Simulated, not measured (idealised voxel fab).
process module | voxel gate over fins
cross-section cut | 250 nm wide | cells 5 nm
A cross-section is a grid of square cells, given in bands from the top down. A band is one or more rows of cells.
Each band's line starts with the height of the band's top and of its bottom, in nm. Then come its materials from left to right, each with its width in nm. One material with "throughout" fills the band from edge to edge. "air" is empty space.
Height 0 is the level under which the wafer as received is all one material. The lowest band goes on downwards, as in "0 down".
A width such as "30 to 40" changes by the same amount from each row of cells to the next, from the band's top row to its bottom row.
"no change" after a step means that no cell of the cross-section changed.
closed voids: empty space of 8 cells or more with no open way to the top, each as width x height at its distance from the left edge, in nm
after a step's settings: what the simulator itself notes on the step
overlay nm, on a step with a mask: how far to the right of its planned place the mask lay; to the left if negative
plan
1 op RECEIVE | material Si
2 op CONFORMAL_DEP | material SiN | thk nm 10
3 op PATTERN | tone cover | mask id FINS | material resist | width nm 15 | pitch nm 35 | thk nm 20 | overlay nm 0
4 op DIRECTIONAL_ETCH | etch materials SiN | depth nm 10
5 op DIRECTIONAL_ETCH | etch materials Si | depth nm 35
6 op STRIP | etch materials resist
7 op FILL_DEP | material SiO2 | thk nm 10
8 op CMP | height nm 10
9 op SELECTIVE_ETCH | etch materials SiO2 | depth nm 25
10 op STRIP | etch materials SiN
11 op CONFORMAL_DEP | material HfO2 | thk nm 5
12 op CONFORMAL_DEP | material TiN | thk nm 5
13 op CONFORMAL_DEP | material TiAl | thk nm 5
14 op CONFORMAL_DEP | material TiN | thk nm 5
15 op FILL_DEP | material W | thk nm 10
16 op CMP | height nm 25
17 op CONFORMAL_DEP | material SiN | thk nm 5
first wafer, as planned
as received, after step 1
  0 down: Si throughout
  closed voids: none
after step 2
  10 to 0: SiN throughout
  below 0: unchanged
after step 3
  30 to 10: air 100 | resist 15 | air 20 | resist 15 | air 100
  below 10: unchanged
after step 4
  30 to 10: air 100 | resist 15 | air 20 | resist 15 | air 100
  10 to 0: air 100 | SiN 15 | air 20 | SiN 15 | air 100
  below 0: unchanged
after step 5
  30 to 10: air 100 | resist 15 | air 20 | resist 15 | air 100
  10 to 0: air 100 | SiN 15 | air 20 | SiN 15 | air 100
  0 to -35: air 100 | Si 15 | air 20 | Si 15 | air 100
  below -35: unchanged
after step 6
  10 to 0: air 100 | SiN 15 | air 20 | SiN 15 | air 100
  below 0: unchanged
after step 7
  20 to 10: SiO2 throughout
  10 to 0: SiO2 100 | SiN 15 | SiO2 20 | SiN 15 | SiO2 100
  0 to -35: SiO2 100 | Si 15 | SiO2 20 | Si 15 | SiO2 100
  below -35: unchanged
after step 8
  10 to 0: SiO2 100 | SiN 15 | SiO2 20 | SiN 15 | SiO2 100
  below 0: unchanged
after step 9
  10 to 0: air 100 | SiN 15 | air 20 | SiN 15 | air 100
  0 to -15: air 100 | Si 15 | air 20 | Si 15 | air 100
  below -15: unchanged
after step 10
  0 to -15: air 100 | Si 15 | air 20 | Si 15 | air 100
  below -15: unchanged
after step 11
  5 to 0: air 95 | HfO2 25 | air 10 | HfO2 25 | air 95
  0 to -10: air 95 | HfO2 5 | Si 15 | HfO2 5 | air 10 | HfO2 5 | Si 15 | HfO2 5 | air 95
  -10 to -15: HfO2 100 | Si 15 | HfO2 20 | Si 15 | HfO2 100
  below -15: unchanged
after step 12
  10 to 5: air 90 | TiN 70 | air 90
  5 to 0: air 90 | TiN 5 | HfO2 25 | TiN 10 | HfO2 25 | TiN 5 | air 90
  0 to -5: air 90 | TiN 5 | HfO2 5 | Si 15 | HfO2 5 | TiN 10 | HfO2 5 | Si 15 | HfO2 5 | TiN 5 | air 90
  -5 to -10: TiN 95 | HfO2 5 | Si 15 | HfO2 5 | TiN 10 | HfO2 5 | Si 15 | HfO2 5 | TiN 95
  below -10: unchanged
after step 13
  15 to 10: air 85 | TiAl 80 | air 85
  10 to 5: air 85 | TiAl 5 | TiN 70 | TiAl 5 | air 85
  5 to 0: air 85 | TiAl 5 | TiN 5 | HfO2 25 | TiN 10 | HfO2 25 | TiN 5 | TiAl 5 | air 85
  0 to -5: TiAl 90 | TiN 5 | HfO2 5 | Si 15 | HfO2 5 | TiN 10 | HfO2 5 | Si 15 | HfO2 5 | TiN 5 | TiAl 90
  below -5: unchanged
after step 14
  20 to 15: air 80 | TiN 90 | air 80
  15 to 10: air 80 | TiN 5 | TiAl 80 | TiN 5 | air 80
  10 to 5: air 80 | TiN 5 | TiAl 5 | TiN 70 | TiAl 5 | TiN 5 | air 80
  5 to 0: TiN 85 | TiAl 5 | TiN 5 | HfO2 25 | TiN 10 | HfO2 25 | TiN 5 | TiAl 5 | TiN 85
  below 0: unchanged
after step 15
  30 to 20: W throughout
  20 to 15: W 80 | TiN 90 | W 80
  15 to 10: W 80 | TiN 5 | TiAl 80 | TiN 5 | W 80
  10 to 5: W 80 | TiN 5 | TiAl 5 | TiN 70 | TiAl 5 | TiN 5 | W 80
  below 5: unchanged
after step 16
  25 to 20: W throughout
  below 20: unchanged
after step 17
  30 to 25: SiN throughout
  below 25: unchanged
second wafer: like start, like plan, one mistake. Through step 4 it matches the first wafer
when step 5 should have ended
  30 to 10: air 100 | resist 15 | air 20 | resist 15 | air 100
  10 to 0: air 100 | SiN 15 | air 20 | SiN 15 | air 100
  0 to -70: air 100 | Si 15 | air 20 | Si 15 | air 100
  below -70: unchanged
when step 6 should have ended
  10 to 0: air 100 | SiN 15 | air 20 | SiN 15 | air 100
  below 0: unchanged
when step 7 should have ended
  20 to 10: SiO2 throughout
  10 to 0: SiO2 100 | SiN 15 | SiO2 20 | SiN 15 | SiO2 100
  0 to -70: SiO2 100 | Si 15 | SiO2 20 | Si 15 | SiO2 100
  below -70: unchanged
when step 8 should have ended
  10 to 0: SiO2 100 | SiN 15 | SiO2 20 | SiN 15 | SiO2 100
  below 0: unchanged
when step 9 should have ended
  10 to 0: air 100 | SiN 15 | air 20 | SiN 15 | air 100
  0 to -15: air 100 | Si 15 | air 20 | Si 15 | air 100
  below -15: unchanged
when step 10 should have ended
  0 to -15: air 100 | Si 15 | air 20 | Si 15 | air 100
  below -15: unchanged
when step 11 should have ended
  5 to 0: air 95 | HfO2 25 | air 10 | HfO2 25 | air 95
  0 to -10: air 95 | HfO2 5 | Si 15 | HfO2 5 | air 10 | HfO2 5 | Si 15 | HfO2 5 | air 95
  -10 to -15: HfO2 100 | Si 15 | HfO2 20 | Si 15 | HfO2 100
  below -15: unchanged
when step 12 should have ended
  10 to 5: air 90 | TiN 70 | air 90
  5 to 0: air 90 | TiN 5 | HfO2 25 | TiN 10 | HfO2 25 | TiN 5 | air 90
  0 to -5: air 90 | TiN 5 | HfO2 5 | Si 15 | HfO2 5 | TiN 10 | HfO2 5 | Si 15 | HfO2 5 | TiN 5 | air 90
  -5 to -10: TiN 95 | HfO2 5 | Si 15 | HfO2 5 | TiN 10 | HfO2 5 | Si 15 | HfO2 5 | TiN 95
  below -10: unchanged
when step 13 should have ended
  15 to 10: air 85 | TiAl 80 | air 85
  10 to 5: air 85 | TiAl 5 | TiN 70 | TiAl 5 | air 85
  5 to 0: air 85 | TiAl 5 | TiN 5 | HfO2 25 | TiN 10 | HfO2 25 | TiN 5 | TiAl 5 | air 85
  0 to -5: TiAl 90 | TiN 5 | HfO2 5 | Si 15 | HfO2 5 | TiN 10 | HfO2 5 | Si 15 | HfO2 5 | TiN 5 | TiAl 90
  below -5: unchanged
when step 14 should have ended
  20 to 15: air 80 | TiN 90 | air 80
  15 to 10: air 80 | TiN 5 | TiAl 80 | TiN 5 | air 80
  10 to 5: air 80 | TiN 5 | TiAl 5 | TiN 70 | TiAl 5 | TiN 5 | air 80
  5 to 0: TiN 85 | TiAl 5 | TiN 5 | HfO2 25 | TiN 10 | HfO2 25 | TiN 5 | TiAl 5 | TiN 85
  below 0: unchanged
when step 15 should have ended
  30 to 20: W throughout
  20 to 15: W 80 | TiN 90 | W 80
  15 to 10: W 80 | TiN 5 | TiAl 80 | TiN 5 | W 80
  10 to 5: W 80 | TiN 5 | TiAl 5 | TiN 70 | TiAl 5 | TiN 5 | W 80
  below 5: unchanged
when step 16 should have ended
  25 to 20: W throughout
  below 20: unchanged
when step 17 should have ended
  30 to 25: SiN throughout
  below 25: unchanged
what went wrong: step 5 was run twice
at the end the second wafer has, in cells: 308 fewer of Si | 308 more of SiO2
